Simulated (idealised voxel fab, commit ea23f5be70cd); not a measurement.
This is a process module. Its name is voxel plated lines.
This is section cut - it's 290 nm across, gridded in 5 nm square cells.
Notation: cross-section as square-cell grid; stated in bands, top first, going down; one or more cell rows per band. What a band's entry tells you: where the top is and where the bottom is, as heights in nm, and after that what lies inside, material by material from left to right, each with its width in nm. Empty space is written as the word "empty", and a single material marked with the word "full width" occupies the band from edge to edge. It should be noted that heights are counted from 0, beneath which the wafer as supplied is of one material throughout, and that the lowest band possesses no lower boundary but continues downward, as written in "0 and below". So if you see something like "30..40" for the width, read it as the top row of the band sitting at the first number and the bottom row at the second, with every row in between moving by the same amount as the last. Take "same as before" at face value: in the step it is given for, the cross-section changed in none of its cells. "Enclosed void entries" means: voids of 8 cells or more that are shut off from the top with no open way through. Written width x height at distance, distance from the left edge, in nm. That trailing text on a step's line, after the settings, is the simulator's own remark on the step. overlay nm: where the mask lay relative to plan, measured to the right, on steps with a mask; negatives go left.
Here's what the planned process steps look like
- 1: RECEIVE (material Si)
- 2: CONFORMAL_DEP (material SiN; thk nm 5)
- 3: DIRECTIONAL_DEP (material TiN; thk nm 5)
- 4: PATTERN (tone open; mask id LINES; material resist; width nm 15; pitch nm 40; thk nm 30; overlay nm 0)
- 5: EPI (material Ru; thk nm 10)
- 6: EPI (material Ru; thk nm 10)
- 7: STRIP (etch materials resist)
- 8: DIRECTIONAL_ETCH (etch materials TiN; depth nm 5)
- 9: CONFORMAL_DEP (material SiO2; thk nm 5)
Where the wafers of this document differ is in the width nm of step 4; they start out the same, and the plan states the value that applied to the first wafer.
So this is the first of several wafers, cross-sectioned as it came to us, meaning it's at the end of step 1
> 0 and below  Si full width
> Enclosed void entries: none
Quick key for the table: a row per wafer, taken at the end of the module. For each material it tells you how many cells the wafer gained (+) or lost (-) since it came in, and the closed voids come after
width nm 15 | +24 Ru | +58 SiN | +78 SiO2 | +6 TiN | Enclosed void entries: none
width nm 20 | +32 Ru | +58 SiN | +78 SiO2 | +8 TiN | Enclosed void entries: none
width nm 25 | +40 Ru | +58 SiN | +78 SiO2 | +10 TiN | Enclosed void entries: none
